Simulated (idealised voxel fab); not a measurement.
Name of the process module below: voxel transistor to metal
For reference, the cross-section in this document is cut, with width 260 nm and square cells of 5 nm.
A cross-section is a grid of square cells, given in bands from the top down. A band is one or more rows of cells.
The entry gives the band's vertical extent as a top height and a bottom height in nm, then its horizontal make-up as materials from left to right, each with a width in nm. "air" stands for empty space; a single material marked "full width" fills the band edge to edge.
Convention: height 0 is the level below which the wafer, as received, is all one material. The lowest band does not terminate at the bottom but continues downward, represented as "top 0, no bottom".
Note: "30..40" means the width goes from the first number (top row of the band) to the second number (bottom row) in equal steps per row of cells.
Given "no modifications" for a step, no cell of the cross-section differs between before and after that step.
Listed in "Enclosed cavity list": every empty space of 8 or more cells without an open way to the top. Form: width x height at distance, the distance being from the left edge, all in nm.
On a step's line, text after the settings is the simulator commenting on that step.
You can add "overlay nm" to a step's line. For a step with a mask, it describes how far the mask lay to the right of its planned position, and a negative number describes a lay to the left.
[The planned process steps are enumerated hereunder]
1 RECEIVE, material Si
2 CONFORMAL_DEP, material SiO2, thk nm 5
3 CONFORMAL_DEP, material SiN, thk nm 15
4 DIRECTIONAL_DEP, material aC, thk nm 15
5 PATTERN, tone cover, mask id ACTIVE, material resist, width nm 100, pitch nm 130, thk nm 30, overlay nm 0
6 DIRECTIONAL_ETCH, etch materials aC, depth nm 15
7 STRIP, etch materials resist
8 DIRECTIONAL_ETCH, etch materials SiN, depth nm 15
9 DIRECTIONAL_ETCH, etch materials SiO2, depth nm 5
10 DIRECTIONAL_ETCH, etch materials Si, depth nm 25
11 STRIP, etch materials aC
12 FILL_DEP, material SiO2, thk nm 15
13 CMP, height nm 20
14 SELECTIVE_ETCH, etch materials SiO2, depth nm 15
15 STRIP, etch materials SiN
16 SELECTIVE_ETCH, etch materials SiO2, depth nm 5
17 OXIDIZE, depth nm 5
18 DIRECTIONAL_DEP, material polySi, thk nm 20
19 DIRECTIONAL_DEP, material SiCN, thk nm 15
20 PATTERN, tone cover, mask id GATE, material resist, width nm 20, pitch nm 130, thk nm 20, overlay nm 0
21 DIRECTIONAL_ETCH, etch materials SiCN, depth nm 25
22 DIRECTIONAL_ETCH, etch materials polySi, depth nm 30
23 STRIP, etch materials resist
24 CONFORMAL_DEP, material SiO2, thk nm 5
25 DIRECTIONAL_ETCH, etch materials SiO2, depth nm 5
26 CONFORMAL_DEP, material SiN, thk nm 10
27 DIRECTIONAL_ETCH, etch materials SiN, depth nm 10
28 DIRECTIONAL_ETCH, etch materials SiO2, depth nm 5
29 DIRECTIONAL_ETCH, etch materials Si, depth nm 10
30 EPI, material SiGe, thk nm 15
31 FILL_DEP, material SiO2, thk nm 5
32 CMP, height nm 35
33 DIRECTIONAL_DEP, material SiO2, thk nm 10
34 DIRECTIONAL_DEP, material aC, thk nm 15
35 PATTERN, tone open, mask id CONTACT, material resist, width nm 15, pitch nm 65, thk nm 35, overlay nm 0
36 DIRECTIONAL_ETCH, etch materials aC, depth nm 15
37 STRIP, etch materials resist
38 DIRECTIONAL_ETCH, etch materials SiO2, depth nm 35
39 STRIP, etch materials aC
40 CONFORMAL_DEP, material TiN, thk nm 5
41 FILL_DEP, material W, thk nm 5
42 CMP, height nm 45
43 DIRECTIONAL_DEP, material TiN, thk nm 5
44 DIRECTIONAL_DEP, material W, thk nm 15
45 DIRECTIONAL_DEP, material aC, thk nm 10
46 PATTERN, tone cover, mask id METAL_1, material resist, width nm 15, pitch nm 65, thk nm 25, overlay nm 0
47 DIRECTIONAL_ETCH, etch materials aC, depth nm 10
48 STRIP, etch materials resist
49 DIRECTIONAL_ETCH, etch materials W, depth nm 15
50 DIRECTIONAL_ETCH, etch materials TiN, depth nm 5
51 STRIP, etch materials aC
52 CONFORMAL_DEP, material SiCN, thk nm 5
53 FILL_DEP, material lowk, thk nm 5
54 CMP, height nm 65
55 CONFORMAL_DEP, material SiCN, thk nm 5
56 DIRECTIONAL_DEP, material lowk, thk nm 35
57 DIRECTIONAL_DEP, material aC, thk nm 10
58 PATTERN, tone open, mask id METAL_2, material resist, width nm 15, pitch nm 130, thk nm 25, overlay nm 0
59 DIRECTIONAL_ETCH, etch materials aC, depth nm 10
60 STRIP, etch materials resist
61 DIRECTIONAL_ETCH, etch materials lowk, depth nm 20
62 STRIP, etch materials aC
63 MASKED_ETCH, tone open, mask id METAL_2_HOLES, width nm 15, pitch nm 130, etch materials lowk, depth nm 15, overlay nm 0
64 MASKED_ETCH, tone open, mask id METAL_2_HOLES, width nm 15, pitch nm 130, etch materials SiCN, depth nm 5, overlay nm 0
65 CONFORMAL_DEP, material TiN, thk nm 5
66 FILL_DEP, material Cu, thk nm 5
67 CMP, height nm 105
68 CONFORMAL_DEP, material SiN, thk nm 5
[This is the cross-section of the wafer as we received it, i.e. after step 1]
> top 0, no bottom = Si full width
> Enclosed cavity list: none
[Run as planned - first of the two wafers cross-sectioned at the end of the module]
> top 110, bottom 105 = SiN full width
> top 105, bottom 70 = lowk 25 nm, then TiN 5 nm, then Cu 5 nm, then TiN 5 nm, then lowk 115 nm, then TiN 5 nm, then Cu 5 nm, then TiN 5 nm, then lowk 90 nm
> top 70, bottom 65 = SiCN 25 nm, then TiN 15 nm, then SiCN 115 nm, then TiN 15 nm, then SiCN 90 nm
> top 65, bottom 50 = lowk 20 nm, then SiCN 5 nm, then W 15 nm, then SiCN 5 nm, then lowk 40 nm, then SiCN 5 nm, then W 15 nm, then SiCN 5 nm, then lowk 40 nm, then SiCN 5 nm, then W 15 nm, then SiCN 5 nm, then lowk 40 nm, then SiCN 5 nm, then W 15 nm, then SiCN 5 nm, then lowk 20 nm
> top 50, bottom 45 = SiCN 25 nm, then TiN 15 nm, then SiCN 50 nm, then TiN 15 nm, then SiCN 50 nm, then TiN 15 nm, then SiCN 50 nm, then TiN 15 nm, then SiCN 25 nm
> top 45, bottom 35 = SiO2 25 nm, then TiN 5 nm, then W 5 nm, then TiN 5 nm, then SiO2 50 nm, then TiN 5 nm, then W 5 nm, then TiN 5 nm, then SiO2 50 nm, then TiN 5 nm, then W 5 nm, then TiN 5 nm, then SiO2 50 nm, then TiN 5 nm, then W 5 nm, then TiN 5 nm, then SiO2 25 nm
> top 35, bottom 20 = SiO2 25 nm, then TiN 5 nm, then W 5 nm, then TiN 5 nm, then SiN 10 nm, then SiO2 5 nm, then SiCN 20 nm, then SiO2 5 nm, then SiN 10 nm, then TiN 5 nm, then W 5 nm, then TiN 5 nm, then SiO2 50 nm, then TiN 5 nm, then W 5 nm, then TiN 5 nm, then SiN 10 nm, then SiO2 5 nm, then SiCN 20 nm, then SiO2 5 nm, then SiN 10 nm, then TiN 5 nm, then W 5 nm, then TiN 5 nm, then SiO2 25 nm
> top 20, bottom 15 = SiO2 25 nm, then TiN 5 nm, then W 5 nm, then TiN 5 nm, then SiN 10 nm, then SiO2 5 nm, then polySi 20 nm, then SiO2 5 nm, then SiN 10 nm, then TiN 5 nm, then W 5 nm, then TiN 5 nm, then SiO2 50 nm, then TiN 5 nm, then W 5 nm, then TiN 5 nm, then SiN 10 nm, then SiO2 5 nm, then polySi 20 nm, then SiO2 5 nm, then SiN 10 nm, then TiN 5 nm, then W 5 nm, then TiN 5 nm, then SiO2 25 nm
> top 15, bottom 10 = SiO2 25 nm, then TiN 15 nm, then SiN 10 nm, then SiO2 5 nm, then polySi 20 nm, then SiO2 5 nm, then SiN 10 nm, then TiN 15 nm, then SiO2 50 nm, then TiN 15 nm, then SiN 10 nm, then SiO2 5 nm, then polySi 20 nm, then SiO2 5 nm, then SiN 10 nm, then TiN 15 nm, then SiO2 25 nm
> top 10, bottom 0 = SiO2 25 nm, then SiGe 15 nm, then SiN 10 nm, then SiO2 5 nm, then polySi 20 nm, then SiO2 5 nm, then SiN 10 nm, then SiGe 15 nm, then SiO2 50 nm, then SiGe 15 nm, then SiN 10 nm, then SiO2 5 nm, then polySi 20 nm, then SiO2 5 nm, then SiN 10 nm, then SiGe 15 nm, then SiO2 25 nm
> top 0, bottom -5 = SiO2 10 nm, then SiGe 30 nm, then SiO2 50 nm, then SiGe 30 nm, then SiO2 20 nm, then SiGe 30 nm, then SiO2 50 nm, then SiGe 30 nm, then SiO2 10 nm
> top -5, bottom -15 = SiO2 15 nm, then SiGe 25 nm, then Si 50 nm, then SiGe 25 nm, then SiO2 30 nm, then SiGe 25 nm, then Si 50 nm, then SiGe 25 nm, then SiO2 15 nm
> top -15, bottom -25 = SiO2 15 nm, then Si 100 nm, then SiO2 30 nm, then Si 100 nm, then SiO2 15 nm
> top -25, no bottom = Si full width
> Enclosed cavity list: none
[Second wafer through the module, sectioned at the end: same beginning and same plan as the first wafer, with one mistake in carrying it out]
> top 110, bottom 105 = SiN full width
> top 105, bottom 70 = lowk 25 nm, then TiN 5 nm, then Cu 5 nm, then TiN 5 nm, then lowk 115 nm, then TiN 5 nm, then Cu 5 nm, then TiN 5 nm, then lowk 90 nm
> top 70, bottom 65 = SiCN 25 nm, then TiN 15 nm, then SiCN 115 nm, then TiN 15 nm, then SiCN 90 nm
> top 65, bottom 50 = lowk 20 nm, then SiCN 5 nm, then W 15 nm, then SiCN 5 nm, then lowk 40 nm, then SiCN 5 nm, then W 15 nm, then SiCN 5 nm, then lowk 40 nm, then SiCN 5 nm, then W 15 nm, then SiCN 5 nm, then lowk 40 nm, then SiCN 5 nm, then W 15 nm, then SiCN 5 nm, then lowk 20 nm
> top 50, bottom 45 = SiCN 25 nm, then TiN 15 nm, then SiCN 50 nm, then TiN 15 nm, then SiCN 50 nm, then TiN 15 nm, then SiCN 50 nm, then TiN 15 nm, then SiCN 25 nm
> top 45, bottom 35 = SiO2 25 nm, then TiN 5 nm, then W 5 nm, then TiN 5 nm, then SiO2 50 nm, then TiN 5 nm, then W 5 nm, then TiN 5 nm, then SiO2 50 nm, then TiN 5 nm, then W 5 nm, then TiN 5 nm, then SiO2 50 nm, then TiN 5 nm, then W 5 nm, then TiN 5 nm, then SiO2 25 nm
> top 35, bottom 20 = SiO2 25 nm, then TiN 5 nm, then W 5 nm, then TiN 5 nm, then SiN 10 nm, then SiO2 5 nm, then SiCN 20 nm, then SiO2 5 nm, then SiN 10 nm, then TiN 5 nm, then W 5 nm, then TiN 5 nm, then SiO2 50 nm, then TiN 5 nm, then W 5 nm, then TiN 5 nm, then SiN 10 nm, then SiO2 5 nm, then SiCN 20 nm, then SiO2 5 nm, then SiN 10 nm, then TiN 5 nm, then W 5 nm, then TiN 5 nm, then SiO2 25 nm
> top 20, bottom 15 = SiO2 25 nm, then TiN 5 nm, then W 5 nm, then TiN 5 nm, then SiN 10 nm, then SiO2 5 nm, then polySi 20 nm, then SiO2 5 nm, then SiN 10 nm, then TiN 5 nm, then W 5 nm, then TiN 5 nm, then SiO2 50 nm, then TiN 5 nm, then W 5 nm, then TiN 5 nm, then SiN 10 nm, then SiO2 5 nm, then polySi 20 nm, then SiO2 5 nm, then SiN 10 nm, then TiN 5 nm, then W 5 nm, then TiN 5 nm, then SiO2 25 nm
> top 15, bottom 10 = SiO2 25 nm, then TiN 15 nm, then SiN 10 nm, then SiO2 5 nm, then polySi 20 nm, then SiO2 5 nm, then SiN 10 nm, then TiN 15 nm, then SiO2 50 nm, then TiN 15 nm, then SiN 10 nm, then SiO2 5 nm, then polySi 20 nm, then SiO2 5 nm, then SiN 10 nm, then TiN 15 nm, then SiO2 25 nm
> top 10, bottom 5 = SiO2 40 nm, then SiN 10 nm, then SiO2 5 nm, then polySi 20 nm, then SiO2 5 nm, then SiN 10 nm, then SiO2 80 nm, then SiN 10 nm, then SiO2 5 nm, then polySi 20 nm, then SiO2 5 nm, then SiN 10 nm, then SiO2 40 nm
> top 5, bottom 0 = SiN 50 nm, then SiO2 5 nm, then polySi 20 nm, then SiO2 5 nm, then SiN 100 nm, then SiO2 5 nm, then polySi 20 nm, then SiO2 5 nm, then SiN 50 nm
> top 0, bottom -5 = SiO2 full width
> top -5, bottom -25 = SiO2 15 nm, then Si 100 nm, then SiO2 30 nm, then Si 100 nm, then SiO2 15 nm
> top -25, no bottom = Si full width
> Enclosed cavity list: none
What broke from the plan during processing? note that step 27 departed from the planned setting and was carried out as DIRECTIONAL_ETCH, etch materials SiN, depth nm 5
Wrapping up, a cell-based count of both wafers puts the second over or under the first for these materials: 40 more of Si; 88 fewer of SiGe; 32 more of SiN; 16 more of SiO2
